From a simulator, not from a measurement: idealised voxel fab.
You're looking at the process module voxel self aligned vias.
Section shown: cut. Width: 215 nm. Cell size: 5 nm, square.
How to read a cross-section here: the picture is a grid of square cells, written as bands going from the top down, and any band can span one or more rows of cells. Heads up on the band format: heights come first, top then bottom, in nm. After that it's the materials left to right, each with its width in nm. A single material flagged "all across" fills the whole band edge to edge, and "air" means there's empty space there. Where do heights start? At 0: under that level the wafer as delivered is made of one material only. And the lowest band has no floor; it just carries on downward, as in "z 0 and below". The two numbers in a width such as "30->40" mark its ends across the band: the first belongs to the top row of cells, the second to the bottom row, and from each row to the next the width moves by the same amount. Any step labelled "nothing different" changed none of the cells in the cross-section. Closed void roster: empty space of 8 cells or more with no open way to the top, each as width x height at its distance from the left edge, in nm. Note: text after step settings on the step line = simulator remark on that step. You can add "overlay nm" to a step's line. For a step with a mask, it describes how far the mask lay to the right of its planned position, and a negative number describes a lay to the left.

[So here's the lineup of process steps we planned]
1,RECEIVE | material Si
2,CONFORMAL_DEP | material SiO2 | thk nm 10
3,CONFORMAL_DEP | material SiCN | thk nm 5
4,DIRECTIONAL_DEP | material lowk | thk nm 20
5,MASKED_ETCH | tone open | mask id LINES | width nm 30 | pitch nm 60 | etch materials lowk | depth nm 20 | overlay nm 0
6,CONFORMAL_DEP | material TiN | thk nm 5
7,FILL_DEP | material W | thk nm 5
8,CMP | height nm 35
9,SELECTIVE_ETCH | etch materials W Ru TiN | depth nm 10
10,FILL_DEP | material SiN | thk nm 10
11,CMP | height nm 35
12,DIRECTIONAL_DEP | material lowk | thk nm 20
13,PATTERN | tone open | mask id VIAS | material resist | width nm 40 | pitch nm 60 | thk nm 15 | overlay nm 0
14,DIRECTIONAL_ETCH | etch materials lowk | depth nm 20
15,DIRECTIONAL_ETCH | etch materials SiN | depth nm 10
16,STRIP | etch materials resist
17,CONFORMAL_DEP | material TiN | thk nm 5
18,FILL_DEP | material Cu | thk nm 10
19,CMP | height nm 55
20,CONFORMAL_DEP | material SiCN | thk nm 5

[Cross-section, incoming material, after step 1]
	z 0 and below | Si all across
	Closed void roster: none

[Cross-sectional image of the first of two wafers at the end of the module, the run having proceeded as planned]
	z 60 to 55 | SiCN all across
	z 55 to 40 | lowk=25, TiN=5, Cu=30, TiN=5, lowk=20, TiN=5, Cu=30, TiN=5, lowk=20, TiN=5, Cu=30, TiN=5, lowk=30
	z 40 to 30 | lowk=25->30, TiN=10->5, Cu=20, TiN=10->5, lowk=20->30, TiN=10->5, Cu=20, TiN=10->5, lowk=20->30, TiN=10->5, Cu=20, TiN=10->5, lowk=30->35
	z 30 to 25 | lowk=30, TiN=30, lowk=30, TiN=30, lowk=30, TiN=30, lowk=35
	z 25 to 20 | lowk=30, TiN=5, W=20, TiN=5, lowk=30, TiN=5, W=20, TiN=5, lowk=30, TiN=5, W=20, TiN=5, lowk=35
	z 20 to 15 | lowk=30, TiN=30, lowk=30, TiN=30, lowk=30, TiN=30, lowk=35
	z 15 to 10 | SiCN all across
	z 10 to 0 | SiO2 all across
	z 0 and below | Si all across
	Closed void roster: none

[Second of two wafers, module complete, sectioned: it shares the first wafer's start and plan but was run with one mistake]
	z 60 to 55 | SiCN all across
	z 55 to 40 | lowk=25, TiN=5, Cu=30, TiN=5, lowk=20, TiN=5, Cu=30, TiN=5, lowk=20, TiN=5, Cu=30, TiN=5, lowk=30
	z 40 to 30 | lowk=25->35, TiN=15->5, Cu=15, TiN=10->5, lowk=20->35, TiN=15->5, Cu=15, TiN=10->5, lowk=20->35, TiN=15->5, Cu=15, TiN=10->5, lowk=30->35
	z 30 to 25 | lowk=35, TiN=25, lowk=35, TiN=25, lowk=35, TiN=25, lowk=35
	z 25 to 20 | lowk=35, TiN=5, W=15, TiN=5, lowk=35, TiN=5, W=15, TiN=5, lowk=35, TiN=5, W=15, TiN=5, lowk=35
	z 20 to 15 | lowk=35, TiN=25, lowk=35, TiN=25, lowk=35, TiN=25, lowk=35
	z 15 to 10 | SiCN all across
	z 10 to 0 | SiO2 all across
	z 0 and below | Si all across
	Closed void roster: none
Deviation noted in wafer processing: step 5 was not run as planned; what actually ran was MASKED_ETCH | tone open | mask id LINES | width nm 25 | pitch nm 60 | etch materials lowk | depth nm 20 | overlay nm 0
Final wafer comparison in cells, second versus first, more or fewer per material: -6 Cu; -3 TiN; -3 W; +12 lowk
